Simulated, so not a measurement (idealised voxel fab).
Presented below is a process module, voxel gate over fins.
Cross-section cut spans 215 nm and uses square cells 5 nm in size.
Format of a cross-section: grid, square cells. Given as bands. Order: top down. Band: one or more rows of cells.
Band: top height; bottom height; in nm. Then, left to right: material with width in nm, for each material. "edge to edge": a single material spanning edge to edge. "air": empty space.
Heights are expressed relative to 0, this being the level below which the as-received wafer comprises one material exclusively. The lowest band is unbounded in the downward direction and is denoted as in "0 down".
Per-row width for "30 to 40": begins at first number (top row of band), ends at second number (bottom row), increment between rows held constant.
Step marked "everything unchanged"? Then no cell in the cross-section changed in it.
For the entry "Closed void entries", the listed items are empty spaces with no open way to the top whose size is 8 cells or more; each item follows the pattern width x height at distance, where distance is from the left edge and all three are in nm.
Text after the settings on a step's line: the simulator's own remark on that step.
The line of a step may include "overlay nm". On a step with a mask, this value is how far to the right of its planned place the mask lay. A negative value means the mask lay to the left.

HERE'S WHAT THE PLANNED PROCESS STEPS LOOK LIKE
1) RECEIVE with material Si
2) CONFORMAL_DEP with material SiN, thk nm 10
3) PATTERN with tone cover, mask id FINS, material resist, width nm 15, pitch nm 40, thk nm 15, overlay nm 0
4) DIRECTIONAL_ETCH with etch materials SiN, depth nm 10
5) DIRECTIONAL_ETCH with etch materials Si, depth nm 40
6) STRIP with etch materials resist
7) FILL_DEP with material SiO2, thk nm 15
8) CMP with height nm 10
9) SELECTIVE_ETCH with etch materials SiO2, depth nm 20
10) STRIP with etch materials SiN
11) CONFORMAL_DEP with material HfO2, thk nm 5
12) CONFORMAL_DEP with material TiN, thk nm 5
13) CONFORMAL_DEP with material TiAl, thk nm 5
14) CONFORMAL_DEP with material TiN, thk nm 5
15) FILL_DEP with material W, thk nm 15
16) CMP with height nm 30
17) CONFORMAL_DEP with material SiN, thk nm 10

AS-RECEIVED WAFER CROSS-SECTION (AFTER STEP 1)
> 0 down: Si edge to edge
> Closed void entries: none

HERE'S THE WAFER CUT IN CROSS-SECTION AFTER THE MODULE, STARTED AND PLANNED JUST LIKE ABOVE, EXCEPT ONE THING WAS DONE WRONG IN THE RUN
> 40 to 30: SiN edge to edge
> 30 to 20: W edge to edge
> 20 to 15: 20 of W, then 175 of TiN, then 20 of W
> 15 to 10: 20 of W, then 5 of TiN, then 165 of TiAl, then 5 of TiN, then 20 of W
> 10 to 5: 25 of TiN, then 5 of TiAl, then 35 of TiN, then 5 of TiAl, then 35 of TiN, then 5 of TiAl, then 35 of TiN, then 5 of TiAl, then 35 of TiN, then 5 of TiAl, then 25 of TiN
> 5 to 0: 30 of TiAl, then 5 of TiN, then 25 of HfO2, then 5 of TiN, then 5 of TiAl, then 5 of TiN, then 25 of HfO2, then 5 of TiN, then 5 of TiAl, then 5 of TiN, then 25 of HfO2, then 5 of TiN, then 5 of TiAl, then 5 of TiN, then 25 of HfO2, then 5 of TiN, then 30 of TiAl
> 0 to -5: 35 of TiN, then 5 of HfO2, then 15 of Si, then 5 of HfO2, then 5 of TiN, then 5 of TiAl, then 5 of TiN, then 5 of HfO2, then 15 of Si, then 5 of HfO2, then 5 of TiN, then 5 of TiAl, then 5 of TiN, then 5 of HfO2, then 15 of Si, then 5 of HfO2, then 5 of TiN, then 5 of TiAl, then 5 of TiN, then 5 of HfO2, then 15 of Si, then 5 of HfO2, then 35 of TiN
> -5 to -10: 25 of HfO2, then 10 of TiN, then 5 of HfO2, then 15 of Si, then 5 of HfO2, then 5 of TiN, then 5 of TiAl, then 5 of TiN, then 5 of HfO2, then 15 of Si, then 5 of HfO2, then 5 of TiN, then 5 of TiAl, then 5 of TiN, then 5 of HfO2, then 15 of Si, then 5 of HfO2, then 5 of TiN, then 5 of TiAl, then 5 of TiN, then 5 of HfO2, then 15 of Si, then 5 of HfO2, then 10 of TiN, then 25 of HfO2
> -10 to -15: 20 of SiO2, then 5 of HfO2, then 10 of TiN, then 5 of HfO2, then 15 of Si, then 5 of HfO2, then 15 of TiN, then 5 of HfO2, then 15 of Si, then 5 of HfO2, then 15 of TiN, then 5 of HfO2, then 15 of Si, then 5 of HfO2, then 15 of TiN, then 5 of HfO2, then 15 of Si, then 5 of HfO2, then 10 of TiN, then 5 of HfO2, then 20 of SiO2
> -15 to -20: 20 of SiO2, then 20 of HfO2, then 15 of Si, then 25 of HfO2, then 15 of Si, then 25 of HfO2, then 15 of Si, then 25 of HfO2, then 15 of Si, then 20 of HfO2, then 20 of SiO2
> -20 to -40: 40 of SiO2, then 15 of Si, then 25 of SiO2, then 15 of Si, then 25 of SiO2, then 15 of Si, then 25 of SiO2, then 15 of Si, then 40 of SiO2
> -40 down: Si edge to edge
> Closed void entries: none
Deviation from plan: mixed up steps 9 and 10 - ran each in the other's place
